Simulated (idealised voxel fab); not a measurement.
The name of this process module is voxel fin reveal.
The figure presents cross-section cut, which has a width of 200 nm and is divided into square cells with an edge length of 5 nm.
Reading order for cross-sections: top band down to bottom band. Underlying form: a grid of square cells. Band size: one or more rows of cells.
It is stipulated that each band's entry specify, in nanometres, the height of the top of the band and then that of its bottom, followed by the materials of the band in left-to-right sequence, each together with its width in nanometres. A single material marked by the word "full width" is understood to fill the band from edge to edge; the word "air" is understood to denote empty space.
A quick word on heights: they are counted from 0, and under that level the wafer as it came to us is one material throughout. The lowest band is different from the rest in having no bottom; it simply continues downward, written as in "z 0 and below".
Quick explanation for "30..40": the width changes in equal steps down the rows of cells, from the first number in the band's top row to the second number in its bottom row.
You'll sometimes find "changes: none" written for a step, and that's the way of saying that nowhere in the cross-section did a cell change during that step.
Under "Unvented cavities" you'll find the enclosed gaps, the ones with no way out to the top, that are 8 cells or bigger; each reads width x height at distance, with distance counted from the left edge, everything in nm.
Formally, on a step line, whatever follows the settings is a remark that the simulator itself makes on the step.
If you see "overlay nm" on a step's line and that step has a mask, it's telling you how far right of where it was planned the mask ended up; a negative number means it went left instead.

**The process steps that were planned are listed below**
step 1: RECEIVE | material Si
step 2: CONFORMAL_DEP | material SiN | thk nm 10
step 3: MASKED_ETCH | tone cover | mask id FINS | width nm 15 | pitch nm 35 | etch materials SiN | depth nm 10 | overlay nm 0
step 4: MASKED_ETCH | tone cover | mask id FINS | width nm 15 | pitch nm 35 | etch materials Si | depth nm 35 | overlay nm 0
step 5: OXIDIZE | depth nm 5
step 6: FILL_DEP | material SiO2 | thk nm 10
step 7: CMP | height nm 10
step 8: SELECTIVE_ETCH | etch materials SiO2 | depth nm 35
step 9: STRIP | etch materials SiN
step 10: CONFORMAL_DEP | material HfO2 | thk nm 5

**Wafer, first of two, run as planned**

**As-received wafer cross-section (after step 1)**
> z 0 and below  Si full width
> Unvented cavities: none

**Upon completion of step 2, the wafer appears in cross-section as shown**
> z 10 to 0  SiN full width
> At heights below 0, the structure remains unaltered.

**Upon completion of step 3, the wafer appears in cross-section as shown**
> z 10 to 0  air 40 nm / SiN 15 nm / air 20 nm / SiN 15 nm / air 20 nm / SiN 15 nm / air 20 nm / SiN 15 nm / air 40 nm
> At heights below 0, the structure remains unaltered.

**Upon completion of step 4, the wafer appears in cross-section as shown**
> z 10 to 0  air 40 nm / SiN 15 nm / air 20 nm / SiN 15 nm / air 20 nm / SiN 15 nm / air 20 nm / SiN 15 nm / air 40 nm
> z 0 to -35  air 40 nm / Si 15 nm / air 20 nm / Si 15 nm / air 20 nm / Si 15 nm / air 20 nm / Si 15 nm / air 40 nm
> At heights below -35, the structure remains unaltered.

**Upon completion of step 5, the wafer appears in cross-section as shown**
> z 10 to 0  air 40 nm / SiN 15 nm / air 20 nm / SiN 15 nm / air 20 nm / SiN 15 nm / air 20 nm / SiN 15 nm / air 40 nm
> z 0 to -35  air 40 nm / SiO2 5 nm / Si 5 nm / SiO2 5 nm / air 20 nm / SiO2 5 nm / Si 5 nm / SiO2 5 nm / air 20 nm / SiO2 5 nm / Si 5 nm / SiO2 5 nm / air 20 nm / SiO2 5 nm / Si 5 nm / SiO2 5 nm / air 40 nm
> z -35 to -40  SiO2 45 nm / Si 5 nm / SiO2 30 nm / Si 5 nm / SiO2 30 nm / Si 5 nm / SiO2 30 nm / Si 5 nm / SiO2 45 nm
> At heights below -40, the structure remains unaltered.

**Upon completion of step 6, the wafer appears in cross-section as shown**
> z 20 to 10  SiO2 full width
> z 10 to 0  SiO2 40 nm / SiN 15 nm / SiO2 20 nm / SiN 15 nm / SiO2 20 nm / SiN 15 nm / SiO2 20 nm / SiN 15 nm / SiO2 40 nm
> z 0 to -40  SiO2 45 nm / Si 5 nm / SiO2 30 nm / Si 5 nm / SiO2 30 nm / Si 5 nm / SiO2 30 nm / Si 5 nm / SiO2 45 nm
> At heights below -40, the structure remains unaltered.

**Upon completion of step 7, the wafer appears in cross-section as shown**
> z 10 to 0  SiO2 40 nm / SiN 15 nm / SiO2 20 nm / SiN 15 nm / SiO2 20 nm / SiN 15 nm / SiO2 20 nm / SiN 15 nm / SiO2 40 nm
> At heights below 0, the structure remains unaltered.

**Upon completion of step 8, the wafer appears in cross-section as shown**
> z 10 to 0  air 40 nm / SiN 15 nm / air 20 nm / SiN 15 nm / air 20 nm / SiN 15 nm / air 20 nm / SiN 15 nm / air 40 nm
> z 0 to -25  air 45 nm / Si 5 nm / air 30 nm / Si 5 nm / air 30 nm / Si 5 nm / air 30 nm / Si 5 nm / air 45 nm
> At heights below -25, the structure remains unaltered.

**Upon completion of step 9, the wafer appears in cross-section as shown**
> z 0 to -25  air 45 nm / Si 5 nm / air 30 nm / Si 5 nm / air 30 nm / Si 5 nm / air 30 nm / Si 5 nm / air 45 nm
> At heights below -25, the structure remains unaltered.

**Upon completion of step 10, the wafer appears in cross-section as shown**
> z 5 to 0  air 40 nm / HfO2 15 nm / air 20 nm / HfO2 15 nm / air 20 nm / HfO2 15 nm / air 20 nm / HfO2 15 nm / air 40 nm
> z 0 to -20  air 40 nm / HfO2 5 nm / Si 5 nm / HfO2 5 nm / air 20 nm / HfO2 5 nm / Si 5 nm / HfO2 5 nm / air 20 nm / HfO2 5 nm / Si 5 nm / HfO2 5 nm / air 20 nm / HfO2 5 nm / Si 5 nm / HfO2 5 nm / air 40 nm
> z -20 to -25  HfO2 45 nm / Si 5 nm / HfO2 30 nm / Si 5 nm / HfO2 30 nm / Si 5 nm / HfO2 30 nm / Si 5 nm / HfO2 45 nm
> At heights below -25, the structure remains unaltered.

**Here the second wafer is described. Its start and its plan were those of the first wafer. Its run contained one mistake. Up to and including step 2, it did exactly what the first wafer did**

**Cross-section of the second wafer at the time by which step 3 should have been completed according to the plan**
> z 10 to 0  air 40 nm / SiN 20 nm / air 15 nm / SiN 20 nm / air 15 nm / SiN 20 nm / air 15 nm / SiN 20 nm / air 35 nm
> At heights below 0, the structure remains unaltered.

**Cross-section of the second wafer at the time by which step 4 should have been completed according to the plan**
> z 10 to 0  air 40 nm / SiN 20 nm / air 15 nm / SiN 20 nm / air 15 nm / SiN 20 nm / air 15 nm / SiN 20 nm / air 35 nm
> z 0 to -35  air 40 nm / Si 20 nm / air 15 nm / Si 20 nm / air 15 nm / Si 20 nm / air 15 nm / Si 20 nm / air 35 nm
> At heights below -35, the structure remains unaltered.

**Cross-section of the second wafer at the time by which step 5 should have been completed according to the plan**
> z 10 to 0  air 40 nm / SiN 20 nm / air 15 nm / SiN 20 nm / air 15 nm / SiN 20 nm / air 15 nm / SiN 20 nm / air 35 nm
> z 0 to -35  air 40 nm / SiO2 5 nm / Si 10 nm / SiO2 5 nm / air 15 nm / SiO2 5 nm / Si 10 nm / SiO2 5 nm / air 15 nm / SiO2 5 nm / Si 10 nm / SiO2 5 nm / air 15 nm / SiO2 5 nm / Si 10 nm / SiO2 5 nm / air 35 nm
> z -35 to -40  SiO2 45 nm / Si 10 nm / SiO2 25 nm / Si 10 nm / SiO2 25 nm / Si 10 nm / SiO2 25 nm / Si 10 nm / SiO2 40 nm
> At heights below -40, the structure remains unaltered.

**Cross-section of the second wafer at the time by which step 6 should have been completed according to the plan**
> z 20 to 10  SiO2 full width
> z 10 to 0  SiO2 40 nm / SiN 20 nm / SiO2 15 nm / SiN 20 nm / SiO2 15 nm / SiN 20 nm / SiO2 15 nm / SiN 20 nm / SiO2 35 nm
> z 0 to -40  SiO2 45 nm / Si 10 nm / SiO2 25 nm / Si 10 nm / SiO2 25 nm / Si 10 nm / SiO2 25 nm / Si 10 nm / SiO2 40 nm
> At heights below -40, the structure remains unaltered.

**Cross-section of the second wafer at the time by which step 7 should have been completed according to the plan**
> z 10 to 0  SiO2 40 nm / SiN 20 nm / SiO2 15 nm / SiN 20 nm / SiO2 15 nm / SiN 20 nm / SiO2 15 nm / SiN 20 nm / SiO2 35 nm
> At heights below 0, the structure remains unaltered.

**Cross-section of the second wafer at the time by which step 8 should have been completed according to the plan**
> z 10 to 0  air 40 nm / SiN 20 nm / air 15 nm / SiN 20 nm / air 15 nm / SiN 20 nm / air 15 nm / SiN 20 nm / air 35 nm
> z 0 to -25  air 45 nm / Si 10 nm / air 25 nm / Si 10 nm / air 25 nm / Si 10 nm / air 25 nm / Si 10 nm / air 40 nm
> At heights below -25, the structure remains unaltered.

**Cross-section of the second wafer at the time by which step 9 should have been completed according to the plan**
> z 0 to -25  air 45 nm / Si 10 nm / air 25 nm / Si 10 nm / air 25 nm / Si 10 nm / air 25 nm / Si 10 nm / air 40 nm
> At heights below -25, the structure remains unaltered.

**Cross-section of the second wafer at the time by which step 10 should have been completed according to the plan**
> z 5 to 0  air 40 nm / HfO2 20 nm / air 15 nm / HfO2 20 nm / air 15 nm / HfO2 20 nm / air 15 nm / HfO2 20 nm / air 35 nm
> z 0 to -20  air 40 nm / HfO2 5 nm / Si 10 nm / HfO2 5 nm / air 15 nm / HfO2 5 nm / Si 10 nm / HfO2 5 nm / air 15 nm / HfO2 5 nm / Si 10 nm / HfO2 5 nm / air 15 nm / HfO2 5 nm / Si 10 nm / HfO2 5 nm / air 35 nm
> z -20 to -25  HfO2 45 nm / Si 10 nm / HfO2 25 nm / Si 10 nm / HfO2 25 nm / Si 10 nm / HfO2 25 nm / Si 10 nm / HfO2 40 nm
> At heights below -25, the structure remains unaltered.
Finding, execution versus plan: step 3 off recipe, ran as MASKED_ETCH | tone cover | mask id FINS | width nm 20 | pitch nm 35 | etch materials SiN | depth nm 10 | overlay nm 0
Final cells, second wafer relative to first, materials higher or lower: +32 Si, -12 SiO2
